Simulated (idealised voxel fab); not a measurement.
voxel self aligned contacts: a process module
FYI the section here is cut, 195 nm wide, cells are 5 nm squares.
We lay out every cross-section as a grid of square cells and spell it out in bands from the top down, where one band means one or more rows of cells.
Band entry format. Leading values: height of top, height of bottom, nm. Remainder: materials in left-to-right order, each with its width in nm. Special words: "everywhere" on a single material, which then fills the band edge to edge; "empty", empty space.
Heights are expressed relative to 0, this being the level below which the as-received wafer comprises one material exclusively. The lowest band is unbounded in the downward direction and is denoted as in "0 down".
Width: "30..40" (first number = top row, second number = bottom row, same change from row to row of cells).
Where the words "everything unchanged" appear for a step, the cross-section shows no cell changed by that step; every cell remained as before.
For the entry "Entrapped voids", the listed items are empty spaces with no open way to the top whose size is 8 cells or more; each item follows the pattern width x height at distance, where distance is from the left edge and all three are in nm.
On a step's line, text after the settings is the simulator commenting on that step.
The setting "overlay nm" may be written on the line of a step. When the step uses a mask, the value reports how far to the right of the planned place the mask lay, and a negative value reports that it lay to the left.
-- Process steps foreseen in the plan
1. op RECEIVE | material Si
2. op OXIDIZE | depth nm 5
3. op DIRECTIONAL_DEP | material polySi | thk nm 20
4. op DIRECTIONAL_DEP | material SiN | thk nm 25
5. op MASKED_ETCH | tone cover | mask id GATE | width nm 30 | pitch nm 70 | etch materials SiN | depth nm 25 | overlay nm 0
6. op MASKED_ETCH | tone cover | mask id GATE | width nm 30 | pitch nm 70 | etch materials polySi | depth nm 20 | overlay nm 0
7. op CONFORMAL_DEP | material SiN | thk nm 10
8. op DIRECTIONAL_ETCH | etch materials SiN | depth nm 10
9. op FILL_DEP | material SiO2 | thk nm 15
10. op CMP | height nm 50
11. op DIRECTIONAL_DEP | material aC | thk nm 15
12. op PATTERN | tone open | mask id CONTACT | material resist | width nm 50 | thk nm 35 | overlay nm 0
13. op DIRECTIONAL_ETCH | etch materials aC | depth nm 15
14. op STRIP | etch materials resist
15. op DIRECTIONAL_ETCH | etch materials SiO2 | depth nm 55
16. op STRIP | etch materials aC
17. op CONFORMAL_DEP | material TiN | thk nm 5
18. op FILL_DEP | material Ru | thk nm 10
19. op CMP | height nm 50
20. op CONFORMAL_DEP | material SiCN | thk nm 5
-- Step 1 complete: cross-section of the wafer as received
    0 down: Si everywhere
    Entrapped voids: none
-- Cross-sectional view of the first of the two wafers upon completion of the module, processed in accordance with the plan
    55 to 50: SiCN everywhere
    50 to 45: 70 SiO2, then 20 TiN, then 10 Ru, then 20 TiN, then 75 SiO2
    45 to 20: 35 SiO2, then 50 SiN, then 5 TiN, then 10 Ru, then 5 TiN, then 50 SiN, then 40 SiO2
    20 to 0: 35 SiO2, then 10 SiN, then 30 polySi, then 10 SiN, then 5 TiN, then 10 Ru, then 5 TiN, then 10 SiN, then 30 polySi, then 10 SiN, then 40 SiO2
    0 to -5: 85 SiO2, then 20 TiN, then 90 SiO2
    -5 down: Si everywhere
    Entrapped voids: none
-- Presented here is a cross-section of the second of the two wafers as it stood at the end of the module. It was started in the same manner and assigned the same plan as the first wafer; however, one mistake was made in its execution
    55 to 50: SiCN everywhere
    50 to 45: 60 SiO2, then 30 TiN, then 10 Ru, then 10 TiN, then 85 SiO2
    45 to 20: 35 SiO2, then 50 SiN, then 5 TiN, then 10 Ru, then 5 TiN, then 50 SiN, then 40 SiO2
    20 to 0: 35 SiO2, then 10 SiN, then 30 polySi, then 10 SiN, then 5 TiN, then 10 Ru, then 5 TiN, then 10 SiN, then 30 polySi, then 10 SiN, then 40 SiO2
    0 to -5: 85 SiO2, then 20 TiN, then 90 SiO2
    -5 down: Si everywhere
    Entrapped voids: none
Run error: off-plan run, step 12, actual operation and settings op PATTERN | tone open | mask id CONTACT | material resist | width nm 50 | thk nm 35 | overlay nm -10
If you tally the cells, the second wafer ends up with the same amount of every material as the first; it's all just sitting in different places.
